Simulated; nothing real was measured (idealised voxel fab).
Name of the process module below: voxel self aligned vias
cross-section cut | 145 nm wide | cells 5 nm
When this document writes out a cross-section, it uses a grid of square cells and lists it as bands, beginning at the top and moving down, with a band standing for one or more rows of cells.
First you get the band's top height and its bottom height, in nm, and then the materials it's made of, left to right, with each width in nm. If you see a single material with "edge to edge", that one covers the band edge to edge. "blank" is empty space.
Zero point of the height axis is 0; under it, received wafer = one material. Lowest band: continues down indefinitely, "0 nm and below".
Per-row width for "30->40": begins at first number (top row of band), ends at second number (bottom row), increment between rows held constant.
"nothing changed" for a step: no cell of the cross-section changed in that step.
Voids not open to the top, 8 cells minimum: see "Closed internal cavities". Written width x height at distance; distance is from the left edge; nm.
Whatever follows a step's settings on its line is a remark the simulator itself makes about that step.
Steps that use a mask can have "overlay nm" on their line. It says how far the mask sat to the right of where it was meant to be. Negative means to the left.
From here on the document is pairs. In a pair, the cross-section before one process step comes with the cross-section after it, and the latter goes no deeper than the lowest band that changed. What lies in between, the step and its settings, is written under the pair. A pair may be from a different run of this module on the same starting wafer than the pair above it, so it continues from that pair only where its entry headed "Prior to processing" says so.

PRIOR TO PROCESSING
* 40 nm to 35 nm = 25 lowk | 25 blank | 40 lowk | 25 blank | 30 lowk
* 35 nm to 20 nm = 25 lowk | 5 TiN | 15 Ru | 5 TiN | 40 lowk | 5 TiN | 15 Ru | 5 TiN | 30 lowk
* 20 nm to 15 nm = 25 lowk | 25 TiN | 40 lowk | 25 TiN | 30 lowk
* 15 nm to 10 nm = SiCN edge to edge
* 10 nm to 0 nm = SiO2 edge to edge
* 0 nm and below = Si edge to edge
* Closed internal cavities: none

POST-STEP GEOMETRY
* 45 nm to 40 nm = SiN edge to edge
* 40 nm to 35 nm = 25 lowk | 25 SiN | 40 lowk | 25 SiN | 30 lowk
* Beneath the level 35, the cross-section is identical to its previous state.
* Closed internal cavities: none
The process step bridging the two cross-sections above: FILL_DEP (material SiN; thk nm 5)

Prior to processing: check the pair just above; its after cross-section is our before state.

POST-STEP GEOMETRY
* 65 nm to 45 nm = lowk edge to edge
* Beneath the level 45, the cross-section is identical to its previous state.
* Closed internal cavities: none
The process step bridging the two cross-sections above: DIRECTIONAL_DEP (material lowk; thk nm 20)

Prior to processing: check the pair just above; its after cross-section is our before state.

POST-STEP GEOMETRY
* 80 nm to 65 nm = aC edge to edge
* Beneath the level 65, the cross-section is identical to its previous state.
* Closed internal cavities: none
The process step bridging the two cross-sections above: DIRECTIONAL_DEP (material aC; thk nm 15)

Prior to processing: check the pair just above; its after cross-section is our before state.

POST-STEP GEOMETRY
* 115 nm to 80 nm = 15 resist | 45 blank | 85 resist
* Beneath the level 80, the cross-section is identical to its previous state.
* Closed internal cavities: none
The process step bridging the two cross-sections above: PATTERN (tone open; mask id VIAS; material resist; width nm 45; thk nm 35; overlay nm 0)

Prior to processing: check the pair just above; its after cross-section is our before state.

POST-STEP GEOMETRY
* 100 nm to 80 nm = 15 resist | 45 blank | 85 resist
* 80 nm to 65 nm = 15 aC | 45 blank | 85 aC
* Beneath the level 65, the cross-section is identical to its previous state.
* Closed internal cavities: none
The process step bridging the two cross-sections above: DIRECTIONAL_ETCH (etch materials aC; depth nm 15)

Prior to processing: check the pair just above; its after cross-section is our before state.

POST-STEP GEOMETRY
* 80 nm to 65 nm = 15 aC | 45 blank | 85 aC
* Beneath the level 65, the cross-section is identical to its previous state.
* Closed internal cavities: none
The process step bridging the two cross-sections above: STRIP (etch materials resist)

Prior to processing: check the pair just above; its after cross-section is our before state.

POST-STEP GEOMETRY
* 80 nm to 65 nm = 15 aC | 45 blank | 85 aC
* 65 nm to 45 nm = 15 lowk | 45 blank | 85 lowk
* Beneath the level 45, the cross-section is identical to its previous state.
* Closed internal cavities: none
The process step bridging the two cross-sections above: DIRECTIONAL_ETCH (etch materials lowk; depth nm 20)

Prior to processing: check the pair just above; its after cross-section is our before state.

POST-STEP GEOMETRY
* 80 nm to 65 nm = 15 aC | 45 blank | 85 aC
* 65 nm to 45 nm = 15 lowk | 45 blank | 85 lowk
* 45 nm to 40 nm = 15 SiN | 45 blank | 85 SiN
* 40 nm to 35 nm = 25 lowk | 25 blank | 40 lowk | 25 SiN | 30 lowk
* Beneath the level 35, the cross-section is identical to its previous state.
* Closed internal cavities: none
The process step bridging the two cross-sections above: DIRECTIONAL_ETCH (etch materials SiN; depth nm 10)

Prior to processing: check the pair just above; its after cross-section is our before state.

POST-STEP GEOMETRY
* 65 nm to 45 nm = 15 lowk | 45 blank | 85 lowk
* Beneath the level 45, the cross-section is identical to its previous state.
* Closed internal cavities: none
The process step bridging the two cross-sections above: STRIP (etch materials aC)

Prior to processing: check the pair just above; its after cross-section is our before state.

POST-STEP GEOMETRY
* 70 nm to 65 nm = 20 TiN | 35 blank | 90 TiN
* 65 nm to 45 nm = 15 lowk | 5 TiN | 35 blank | 5 TiN | 85 lowk
* 45 nm to 40 nm = 15 SiN | 15 TiN | 15 blank | 15 TiN | 85 SiN
* 40 nm to 35 nm = 25 lowk | 25 TiN | 40 lowk | 25 SiN | 30 lowk
* Beneath the level 35, the cross-section is identical to its previous state.
* Closed internal cavities: none
The process step bridging the two cross-sections above: CONFORMAL_DEP (material TiN; thk nm 5)

Prior to processing: check the pair just above; its after cross-section is our before state.

POST-STEP GEOMETRY
* 80 nm to 70 nm = W edge to edge
* 70 nm to 65 nm = 20 TiN | 35 W | 90 TiN
* 65 nm to 45 nm = 15 lowk | 5 TiN | 35 W | 5 TiN | 85 lowk
* 45 nm to 40 nm = 15 SiN | 15 TiN | 15 W | 15 TiN | 85 SiN
* Beneath the level 40, the cross-section is identical to its previous state.
* Closed internal cavities: none
The process step bridging the two cross-sections above: FILL_DEP (material W; thk nm 10)

Prior to processing: check the pair just above; its after cross-section is our before state.

POST-STEP GEOMETRY
* 65 nm to 45 nm = 15 lowk | 5 TiN | 35 W | 5 TiN | 85 lowk
* Beneath the level 45, the cross-section is identical to its previous state.
* Closed internal cavities: none
The process step bridging the two cross-sections above: CMP (height nm 65)

Prior to processing: check the pair just above; its after cross-section is our before state.

POST-STEP GEOMETRY
* 70 nm to 65 nm = SiN edge to edge
* Beneath the level 65, the cross-section is identical to its previous state.
* Closed internal cavities: none
The process step bridging the two cross-sections above: CONFORMAL_DEP (material SiN; thk nm 5)

PRIOR TO PROCESSING
* 45 nm to 20 nm = lowk edge to edge
* 20 nm to 15 nm = SiCN edge to edge
* 15 nm to 0 nm = SiO2 edge to edge
* 0 nm and below = Si edge to edge
* Closed internal cavities: none

POST-STEP GEOMETRY
* 45 nm to 20 nm = 30 lowk | 15 blank | 50 lowk | 15 blank | 35 lowk
* Beneath the level 20, the cross-section is identical to its previous state.
* Closed internal cavities: none
The process step bridging the two cross-sections above: MASKED_ETCH (tone open; mask id LINES; width nm 15; pitch nm 65; etch materials lowk; depth nm 25; overlay nm 0)

Prior to processing: check the pair just above; its after cross-section is our before state.

POST-STEP GEOMETRY
* 50 nm to 45 nm = 35 TiN | 5 blank | 60 TiN | 5 blank | 40 TiN
* 45 nm to 25 nm = 30 lowk | 5 TiN | 5 blank | 5 TiN | 50 lowk | 5 TiN | 5 blank | 5 TiN | 35 lowk
* 25 nm to 20 nm = 30 lowk | 15 TiN | 50 lowk | 15 TiN | 35 lowk
* Beneath the level 20, the cross-section is identical to its previous state.
* Closed internal cavities: none
The process step bridging the two cross-sections above: CONFORMAL_DEP (material TiN; thk nm 5)

Prior to processing: check the pair just above; its after cross-section is our before state.

POST-STEP GEOMETRY
* 55 nm to 50 nm = Ru edge to edge
* 50 nm to 45 nm = 35 TiN | 5 Ru | 60 TiN | 5 Ru | 40 TiN
* 45 nm to 25 nm = 30 lowk | 5 TiN | 5 Ru | 5 TiN | 50 lowk | 5 TiN | 5 Ru | 5 TiN | 35 lowk
* Beneath the level 25, the cross-section is identical to its previous state.
* Closed internal cavities: none
The process step bridging the two cross-sections above: FILL_DEP (material Ru; thk nm 5)

Prior to processing: check the pair just above; its after cross-section is our before state.

POST-STEP GEOMETRY
* 45 nm to 25 nm = 30 lowk | 5 TiN | 5 Ru | 5 TiN | 50 lowk | 5 TiN | 5 Ru | 5 TiN | 35 lowk
* Beneath the level 25, the cross-section is identical to its previous state.
* Closed internal cavities: none
The process step bridging the two cross-sections above: CMP (height nm 45)

Prior to processing: check the pair just above; its after cross-section is our before state.

POST-STEP GEOMETRY
* 45 nm to 35 nm = 30 lowk | 15 blank | 50 lowk | 15 blank | 35 lowk
* Beneath the level 35, the cross-section is identical to its previous state.
* Closed internal cavities: none
The process step bridging the two cross-sections above: SELECTIVE_ETCH (etch materials W Ru TiN; depth nm 10)

Prior to processing: check the pair just above; its after cross-section is our before state.

POST-STEP GEOMETRY
* 50 nm to 45 nm = SiN edge to edge
* 45 nm to 35 nm = 30 lowk | 15 SiN | 50 lowk | 15 SiN | 35 lowk
* Beneath the level 35, the cross-section is identical to its previous state.
* Closed internal cavities: none
The process step bridging the two cross-sections above: FILL_DEP (material SiN; thk nm 5)

Prior to processing: check the pair just above; its after cross-section is our before state.

POST-STEP GEOMETRY
* 45 nm to 35 nm = 30 lowk | 15 SiN | 50 lowk | 15 SiN | 35 lowk
* Beneath the level 35, the cross-section is identical to its previous state.
* Closed internal cavities: none
The process step bridging the two cross-sections above: CMP (height nm 45)

Prior to processing: check the pair just above; its after cross-section is our before state.

POST-STEP GEOMETRY
* 65 nm to 45 nm = lowk edge to edge
* Beneath the level 45, the cross-section is identical to its previous state.
* Closed internal cavities: none
The process step bridging the two cross-sections above: DIRECTIONAL_DEP (material lowk; thk nm 20)

Prior to processing: check the pair just above; its after cross-section is our before state.

POST-STEP GEOMETRY
* 80 nm to 65 nm = aC edge to edge
* Beneath the level 65, the cross-section is identical to its previous state.
* Closed internal cavities: none
The process step bridging the two cross-sections above: DIRECTIONAL_DEP (material aC; thk nm 15)

Prior to processing: check the pair just above; its after cross-section is our before state.

POST-STEP GEOMETRY
* 115 nm to 80 nm = 15 resist | 45 blank | 85 resist
* Beneath the level 80, the cross-section is identical to its previous state.
* Closed internal cavities: none
The process step bridging the two cross-sections above: PATTERN (tone open; mask id VIAS; material resist; width nm 45; thk nm 35; overlay nm 0)

Prior to processing: check the pair just above; its after cross-section is our before state.

POST-STEP GEOMETRY
* 100 nm to 80 nm = 15 resist | 45 blank | 85 resist
* 80 nm to 65 nm = 15 aC | 45 blank | 85 aC
* Beneath the level 65, the cross-section is identical to its previous state.
* Closed internal cavities: none
The process step bridging the two cross-sections above: DIRECTIONAL_ETCH (etch materials aC; depth nm 15)

Prior to processing: check the pair just above; its after cross-section is our before state.

POST-STEP GEOMETRY
* 80 nm to 65 nm = 15 aC | 45 blank | 85 aC
* Beneath the level 65, the cross-section is identical to its previous state.
* Closed internal cavities: none
The process step bridging the two cross-sections above: STRIP (etch materials resist)

Prior to processing: check the pair just above; its after cross-section is our before state.

POST-STEP GEOMETRY
* 80 nm to 65 nm = 15 aC | 45 blank | 85 aC
* 65 nm to 45 nm = 15 lowk | 45 blank | 85 lowk
* Beneath the level 45, the cross-section is identical to its previous state.
* Closed internal cavities: none
The process step bridging the two cross-sections above: DIRECTIONAL_ETCH (etch materials lowk; depth nm 20)

Prior to processing: check the pair just above; its after cross-section is our before state.

POST-STEP GEOMETRY
* 80 nm to 65 nm = 15 aC | 45 blank | 85 aC
* 65 nm to 45 nm = 15 lowk | 45 blank | 85 lowk
* 45 nm to 35 nm = 30 lowk | 15 blank | 50 lowk | 15 SiN | 35 lowk
* Beneath the level 35, the cross-section is identical to its previous state.
* Closed internal cavities: none
The process step bridging the two cross-sections above: DIRECTIONAL_ETCH (etch materials SiN; depth nm 10)

Prior to processing: check the pair just above; its after cross-section is our before state.

POST-STEP GEOMETRY
* 65 nm to 45 nm = 15 lowk | 45 blank | 85 lowk
* Beneath the level 45, the cross-section is identical to its previous state.
* Closed internal cavities: none
The process step bridging the two cross-sections above: STRIP (etch materials aC)

Prior to processing: check the pair just above; its after cross-section is our before state.

POST-STEP GEOMETRY
* 70 nm to 65 nm = 20 TiN | 35 blank | 90 TiN
* 65 nm to 50 nm = 15 lowk | 5 TiN | 35 blank | 5 TiN | 85 lowk
* 50 nm to 45 nm = 15 lowk | 20 TiN | 5 blank | 20 TiN | 85 lowk
* 45 nm to 40 nm = 30 lowk | 5 TiN | 5 blank | 5 TiN | 50 lowk | 15 SiN | 35 lowk
* 40 nm to 35 nm = 30 lowk | 15 TiN | 50 lowk | 15 SiN | 35 lowk
* Beneath the level 35, the cross-section is identical to its previous state.
* Closed internal cavities: none
The process step bridging the two cross-sections above: CONFORMAL_DEP (material TiN; thk nm 5)

Prior to processing: check the pair just above; its after cross-section is our before state.

POST-STEP GEOMETRY
* 80 nm to 70 nm = W edge to edge
* 70 nm to 65 nm = 20 TiN | 35 W | 90 TiN
* 65 nm to 50 nm = 15 lowk | 5 TiN | 35 W | 5 TiN | 85 lowk
* 50 nm to 45 nm = 15 lowk | 20 TiN | 5 W | 20 TiN | 85 lowk
* 45 nm to 40 nm = 30 lowk | 5 TiN | 5 W | 5 TiN | 50 lowk | 15 SiN | 35 lowk
* Beneath the level 40, the cross-section is identical to its previous state.
* Closed internal cavities: none
The process step bridging the two cross-sections above: FILL_DEP (material W; thk nm 10)

Prior to processing: check the pair just above; its after cross-section is our before state.

POST-STEP GEOMETRY
* 65 nm to 50 nm = 15 lowk | 5 TiN | 35 W | 5 TiN | 85 lowk
* Beneath the level 50, the cross-section is identical to its previous state.
* Closed internal cavities: none
The process step bridging the two cross-sections above: CMP (height nm 65)

Prior to processing: check the pair just above; its after cross-section is our before state.

POST-STEP GEOMETRY
* 70 nm to 65 nm = SiN edge to edge
* Beneath the level 65, the cross-section is identical to its previous state.
* Closed internal cavities: none
The process step bridging the two cross-sections above: CONFORMAL_DEP (material SiN; thk nm 5)

PRIOR TO PROCESSING
* 45 nm to 20 nm = lowk edge to edge
* 20 nm to 15 nm = SiCN edge to edge
* 15 nm to 0 nm = SiO2 edge to edge
* 0 nm and below = Si edge to edge
* Closed internal cavities: none

POST-STEP GEOMETRY
* 45 nm to 20 nm = 20 lowk | 25 blank | 40 lowk | 25 blank | 35 lowk
* Beneath the level 20, the cross-section is identical to its previous state.
* Closed internal cavities: none
The process step bridging the two cross-sections above: MASKED_ETCH (tone open; mask id LINES; width nm 25; pitch nm 65; etch materials lowk; depth nm 25; overlay nm -5)

Prior to processing: check the pair just above; its after cross-section is our before state.

POST-STEP GEOMETRY
* 50 nm to 45 nm = 25 TiN | 15 blank | 50 TiN | 15 blank | 40 TiN
* 45 nm to 25 nm = 20 lowk | 5 TiN | 15 blank | 5 TiN | 40 lowk | 5 TiN | 15 blank | 5 TiN | 35 lowk
* 25 nm to 20 nm = 20 lowk | 25 TiN | 40 lowk | 25 TiN | 35 lowk
* Beneath the level 20, the cross-section is identical to its previous state.
* Closed internal cavities: none
The process step bridging the two cross-sections above: CONFORMAL_DEP (material TiN; thk nm 5)

Prior to processing: check the pair just above; its after cross-section is our before state.

POST-STEP GEOMETRY
* 55 nm to 50 nm = Ru edge to edge
* 50 nm to 45 nm = 25 TiN | 15 Ru | 50 TiN | 15 Ru | 40 TiN
* 45 nm to 25 nm = 20 lowk | 5 TiN | 15 Ru | 5 TiN | 40 lowk | 5 TiN | 15 Ru | 5 TiN | 35 lowk
* Beneath the level 25, the cross-section is identical to its previous state.
* Closed internal cavities: none
The process step bridging the two cross-sections above: FILL_DEP (material Ru; thk nm 5)

Prior to processing: check the pair just above; its after cross-section is our before state.

POST-STEP GEOMETRY
* 45 nm to 25 nm = 20 lowk | 5 TiN | 15 Ru | 5 TiN | 40 lowk | 5 TiN | 15 Ru | 5 TiN | 35 lowk
* Beneath the level 25, the cross-section is identical to its previous state.
* Closed internal cavities: none
The process step bridging the two cross-sections above: CMP (height nm 45)

Prior to processing: check the pair just above; its after cross-section is our before state.

POST-STEP GEOMETRY
* 45 nm to 35 nm = 20 lowk | 25 blank | 40 lowk | 25 blank | 35 lowk
* Beneath the level 35, the cross-section is identical to its previous state.
* Closed internal cavities: none
The process step bridging the two cross-sections above: SELECTIVE_ETCH (etch materials W Ru TiN; depth nm 10)

Prior to processing: check the pair just above; its after cross-section is our before state.

POST-STEP GEOMETRY
* 50 nm to 45 nm = SiN edge to edge
* 45 nm to 35 nm = 20 lowk | 25 SiN | 40 lowk | 25 SiN | 35 lowk
* Beneath the level 35, the cross-section is identical to its previous state.
* Closed internal cavities: none
The process step bridging the two cross-sections above: FILL_DEP (material SiN; thk nm 5)

Prior to processing: check the pair just above; its after cross-section is our before state.

POST-STEP GEOMETRY
* 45 nm to 35 nm = 20 lowk | 25 SiN | 40 lowk | 25 SiN | 35 lowk
* Beneath the level 35, the cross-section is identical to its previous state.
* Closed internal cavities: none
The process step bridging the two cross-sections above: CMP (height nm 45)

Prior to processing: check the pair just above; its after cross-section is our before state.

POST-STEP GEOMETRY
* 65 nm to 45 nm = lowk edge to edge
* Beneath the level 45, the cross-section is identical to its previous state.
* Closed internal cavities: none
The process step bridging the two cross-sections above: DIRECTIONAL_DEP (material lowk; thk nm 20)

Prior to processing: check the pair just above; its after cross-section is our before state.

POST-STEP GEOMETRY
* 80 nm to 65 nm = aC edge to edge
* Beneath the level 65, the cross-section is identical to its previous state.
* Closed internal cavities: none
The process step bridging the two cross-sections above: DIRECTIONAL_DEP (material aC; thk nm 15)

Prior to processing: check the pair just above; its after cross-section is our before state.

POST-STEP GEOMETRY
* 115 nm to 80 nm = 15 resist | 45 blank | 85 resist
* Beneath the level 80, the cross-section is identical to its previous state.
* Closed internal cavities: none
The process step bridging the two cross-sections above: PATTERN (tone open; mask id VIAS; material resist; width nm 45; thk nm 35; overlay nm 0)

Prior to processing: check the pair just above; its after cross-section is our before state.

POST-STEP GEOMETRY
* 100 nm to 80 nm = 15 resist | 45 blank | 85 resist
* 80 nm to 65 nm = 15 aC | 45 blank | 85 aC
* Beneath the level 65, the cross-section is identical to its previous state.
* Closed internal cavities: none
The process step bridging the two cross-sections above: DIRECTIONAL_ETCH (etch materials aC; depth nm 15)

Prior to processing: check the pair just above; its after cross-section is our before state.

POST-STEP GEOMETRY
* 80 nm to 65 nm = 15 aC | 45 blank | 85 aC
* Beneath the level 65, the cross-section is identical to its previous state.
* Closed internal cavities: none
The process step bridging the two cross-sections above: STRIP (etch materials resist)

Prior to processing: check the pair just above; its after cross-section is our before state.

POST-STEP GEOMETRY
* 80 nm to 65 nm = 15 aC | 45 blank | 85 aC
* 65 nm to 45 nm = 15 lowk | 45 blank | 85 lowk
* Beneath the level 45, the cross-section is identical to its previous state.
* Closed internal cavities: none
The process step bridging the two cross-sections above: DIRECTIONAL_ETCH (etch materials lowk; depth nm 20)

Prior to processing: check the pair just above; its after cross-section is our before state.

POST-STEP GEOMETRY
* 80 nm to 65 nm = 15 aC | 45 blank | 85 aC
* 65 nm to 45 nm = 15 lowk | 45 blank | 85 lowk
* 45 nm to 35 nm = 20 lowk | 25 blank | 40 lowk | 25 SiN | 35 lowk
* Beneath the level 35, the cross-section is identical to its previous state.
* Closed internal cavities: none
The process step bridging the two cross-sections above: DIRECTIONAL_ETCH (etch materials SiN; depth nm 10)

Prior to processing: check the pair just above; its after cross-section is our before state.

POST-STEP GEOMETRY
* 65 nm to 45 nm = 15 lowk | 45 blank | 85 lowk
* Beneath the level 45, the cross-section is identical to its previous state.
* Closed internal cavities: none
The process step bridging the two cross-sections above: STRIP (etch materials aC)

Prior to processing: check the pair just above; its after cross-section is our before state.

POST-STEP GEOMETRY
* 70 nm to 65 nm = 20 TiN | 35 blank | 90 TiN
* 65 nm to 50 nm = 15 lowk | 5 TiN | 35 blank | 5 TiN | 85 lowk
* 50 nm to 45 nm = 15 lowk | 10 TiN | 15 blank | 20 TiN | 85 lowk
* 45 nm to 40 nm = 20 lowk | 5 TiN | 15 blank | 5 TiN | 40 lowk | 25 SiN | 35 lowk
* 40 nm to 35 nm = 20 lowk | 25 TiN | 40 lowk | 25 SiN | 35 lowk
* Beneath the level 35, the cross-section is identical to its previous state.
* Closed internal cavities: none
The process step bridging the two cross-sections above: CONFORMAL_DEP (material TiN; thk nm 5)

Prior to processing: check the pair just above; its after cross-section is our before state.

POST-STEP GEOMETRY
* 80 nm to 70 nm = W edge to edge
* 70 nm to 65 nm = 20 TiN | 35 W | 90 TiN
* 65 nm to 50 nm = 15 lowk | 5 TiN | 35 W | 5 TiN | 85 lowk
* 50 nm to 45 nm = 15 lowk | 10 TiN | 15 W | 20 TiN | 85 lowk
* 45 nm to 40 nm = 20 lowk | 5 TiN | 15 W | 5 TiN | 40 lowk | 25 SiN | 35 lowk
* Beneath the level 40, the cross-section is identical to its previous state.
* Closed internal cavities: none
The process step bridging the two cross-sections above: FILL_DEP (material W; thk nm 10)

Prior to processing: check the pair just above; its after cross-section is our before state.

POST-STEP GEOMETRY
* 65 nm to 50 nm = 15 lowk | 5 TiN | 35 W | 5 TiN | 85 lowk
* Beneath the level 50, the cross-section is identical to its previous state.
* Closed internal cavities: none
The process step bridging the two cross-sections above: CMP (height nm 65)

Prior to processing: check the pair just above; its after cross-section is our before state.

POST-STEP GEOMETRY
* 70 nm to 65 nm = SiN edge to edge
* Beneath the level 65, the cross-section is identical to its previous state.
* Closed internal cavities: none
The process step bridging the two cross-sections above: CONFORMAL_DEP (material SiN; thk nm 5)

PRIOR TO PROCESSING
* 65 nm to 45 nm = 15 lowk | 45 blank | 85 lowk
* 45 nm to 35 nm = 25 lowk | 25 blank | 40 lowk | 25 SiN | 30 lowk
* 35 nm to 25 nm = 25 lowk | 5 TiN | 15 Ru | 5 TiN | 40 lowk | 5 TiN | 15 Ru | 5 TiN | 30 lowk
* 25 nm to 20 nm = 25 lowk | 25 TiN | 40 lowk | 25 TiN | 30 lowk
* 20 nm to 15 nm = SiCN edge to edge
* 15 nm to 0 nm = SiO2 edge to edge
* 0 nm and below = Si edge to edge
* Closed internal cavities: none

POST-STEP GEOMETRY
* 70 nm to 65 nm = 20 SiO2 | 35 blank | 90 SiO2
* 65 nm to 50 nm = 15 lowk | 5 SiO2 | 35 blank | 5 SiO2 | 85 lowk
* 50 nm to 45 nm = 15 lowk | 15 SiO2 | 15 blank | 15 SiO2 | 85 lowk
* 45 nm to 40 nm = 25 lowk | 5 SiO2 | 15 blank | 5 SiO2 | 40 lowk | 25 SiN | 30 lowk
* 40 nm to 35 nm = 25 lowk | 25 SiO2 | 40 lowk | 25 SiN | 30 lowk
* Beneath the level 35, the cross-section is identical to its previous state.
* Closed internal cavities: none
The process step bridging the two cross-sections above: CONFORMAL_DEP (material SiO2; thk nm 5)

Prior to processing: check the pair just above; its after cross-section is our before state.

POST-STEP GEOMETRY
* 80 nm to 70 nm = W edge to edge
* 70 nm to 65 nm = 20 SiO2 | 35 W | 90 SiO2
* 65 nm to 50 nm = 15 lowk | 5 SiO2 | 35 W | 5 SiO2 | 85 lowk
* 50 nm to 45 nm = 15 lowk | 15 SiO2 | 15 W | 15 SiO2 | 85 lowk
* 45 nm to 40 nm = 25 lowk | 5 SiO2 | 15 W | 5 SiO2 | 40 lowk | 25 SiN | 30 lowk
* Beneath the level 40, the cross-section is identical to its previous state.
* Closed internal cavities: none
The process step bridging the two cross-sections above: FILL_DEP (material W; thk nm 10)

Prior to processing: check the pair just above; its after cross-section is our before state.

POST-STEP GEOMETRY
* 65 nm to 50 nm = 15 lowk | 5 SiO2 | 35 W | 5 SiO2 | 85 lowk
* Beneath the level 50, the cross-section is identical to its previous state.
* Closed internal cavities: none
The process step bridging the two cross-sections above: CMP (height nm 65)

Prior to processing: check the pair just above; its after cross-section is our before state.

POST-STEP GEOMETRY
* 70 nm to 65 nm = SiN edge to edge
* Beneath the level 65, the cross-section is identical to its previous state.
* Closed internal cavities: none
The process step bridging the two cross-sections above: CONFORMAL_DEP (material SiN; thk nm 5)

PRIOR TO PROCESSING
* 80 nm to 65 nm = aC edge to edge
* 65 nm to 45 nm = lowk edge to edge
* 45 nm to 35 nm = 25 lowk | 25 SiN | 40 lowk | 25 SiN | 30 lowk
* 35 nm to 25 nm = 25 lowk | 5 TiN | 15 Ru | 5 TiN | 40 lowk | 5 TiN | 15 Ru | 5 TiN | 30 lowk
* 25 nm to 20 nm = 25 lowk | 25 TiN | 40 lowk | 25 TiN | 30 lowk
* 20 nm to 15 nm = SiCN edge to edge
* 15 nm to 0 nm = SiO2 edge to edge
* 0 nm and below = Si edge to edge
* Closed internal cavities: none

POST-STEP GEOMETRY
* 115 nm to 80 nm = 15 blank | 45 resist | 85 blank
* Beneath the level 80, the cross-section is identical to its previous state.
* Closed internal cavities: none
The process step bridging the two cross-sections above: PATTERN (tone cover; mask id VIAS; material resist; width nm 45; thk nm 35; overlay nm 0)

Prior to processing: check the pair just above; its after cross-section is our before state.

POST-STEP GEOMETRY
* 100 nm to 80 nm = 15 blank | 45 resist | 85 blank
* 80 nm to 65 nm = 15 blank | 45 aC | 85 blank
* Beneath the level 65, the cross-section is identical to its previous state.
* Closed internal cavities: none
The process step bridging the two cross-sections above: DIRECTIONAL_ETCH (etch materials aC; depth nm 15)

Prior to processing: check the pair just above; its after cross-section is our before state.

POST-STEP GEOMETRY
* 80 nm to 65 nm = 15 blank | 45 aC | 85 blank
* Beneath the level 65, the cross-section is identical to its previous state.
* Closed internal cavities: none
The process step bridging the two cross-sections above: STRIP (etch materials resist)

Prior to processing: check the pair just above; its after cross-section is our before state.

POST-STEP GEOMETRY
* 80 nm to 65 nm = 15 blank | 45 aC | 85 blank
* 65 nm to 45 nm = 15 blank | 45 lowk | 85 blank
* Beneath the level 45, the cross-section is identical to its previous state.
* Closed internal cavities: none
The process step bridging the two cross-sections above: DIRECTIONAL_ETCH (etch materials lowk; depth nm 20)

Prior to processing: check the pair just above; its after cross-section is our before state.

POST-STEP GEOMETRY
* 80 nm to 65 nm = 15 blank | 45 aC | 85 blank
* 65 nm to 45 nm = 15 blank | 45 lowk | 85 blank
* 45 nm to 35 nm = 25 lowk | 25 SiN | 40 lowk | 25 blank | 30 lowk
* Beneath the level 35, the cross-section is identical to its previous state.
* Closed internal cavities: none
The process step bridging the two cross-sections above: DIRECTIONAL_ETCH (etch materials SiN; depth nm 10)

Prior to processing: check the pair just above; its after cross-section is our before state.

POST-STEP GEOMETRY
* 65 nm to 45 nm = 15 blank | 45 lowk | 85 blank
* Beneath the level 45, the cross-section is identical to its previous state.
* Closed internal cavities: none
The process step bridging the two cross-sections above: STRIP (etch materials aC)

Prior to processing: check the pair just above; its after cross-section is our before state.

POST-STEP GEOMETRY
* 70 nm to 65 nm = 10 blank | 55 TiN | 80 blank
* 65 nm to 50 nm = 10 blank | 5 TiN | 45 lowk | 5 TiN | 80 blank
* 50 nm to 45 nm = 15 TiN | 45 lowk | 35 TiN | 15 blank | 35 TiN
* 45 nm to 40 nm = 25 lowk | 25 SiN | 40 lowk | 5 TiN | 15 blank | 5 TiN | 30 lowk
* 40 nm to 35 nm = 25 lowk | 25 SiN | 40 lowk | 25 TiN | 30 lowk
* Beneath the level 35, the cross-section is identical to its previous state.
* Closed internal cavities: none
The process step bridging the two cross-sections above: CONFORMAL_DEP (material TiN; thk nm 5)

Prior to processing: check the pair just above; its after cross-section is our before state.

POST-STEP GEOMETRY
* 80 nm to 70 nm = W edge to edge
* 70 nm to 65 nm = 10 W | 55 TiN | 80 W
* 65 nm to 50 nm = 10 W | 5 TiN | 45 lowk | 5 TiN | 80 W
* 50 nm to 45 nm = 15 TiN | 45 lowk | 35 TiN | 15 W | 35 TiN
* 45 nm to 40 nm = 25 lowk | 25 SiN | 40 lowk | 5 TiN | 15 W | 5 TiN | 30 lowk
* Beneath the level 40, the cross-section is identical to its previous state.
* Closed internal cavities: none
The process step bridging the two cross-sections above: FILL_DEP (material W; thk nm 10)

Prior to processing: check the pair just above; its after cross-section is our before state.

POST-STEP GEOMETRY
* 65 nm to 50 nm = 10 W | 5 TiN | 45 lowk | 5 TiN | 80 W
* Beneath the level 50, the cross-section is identical to its previous state.
* Closed internal cavities: none
The process step bridging the two cross-sections above: CMP (height nm 65)

Prior to processing: check the pair just above; its after cross-section is our before state.

POST-STEP GEOMETRY
* 70 nm to 65 nm = SiN edge to edge
* Beneath the level 65, the cross-section is identical to its previous state.
* Closed internal cavities: none
The process step bridging the two cross-sections above: CONFORMAL_DEP (material SiN; thk nm 5)
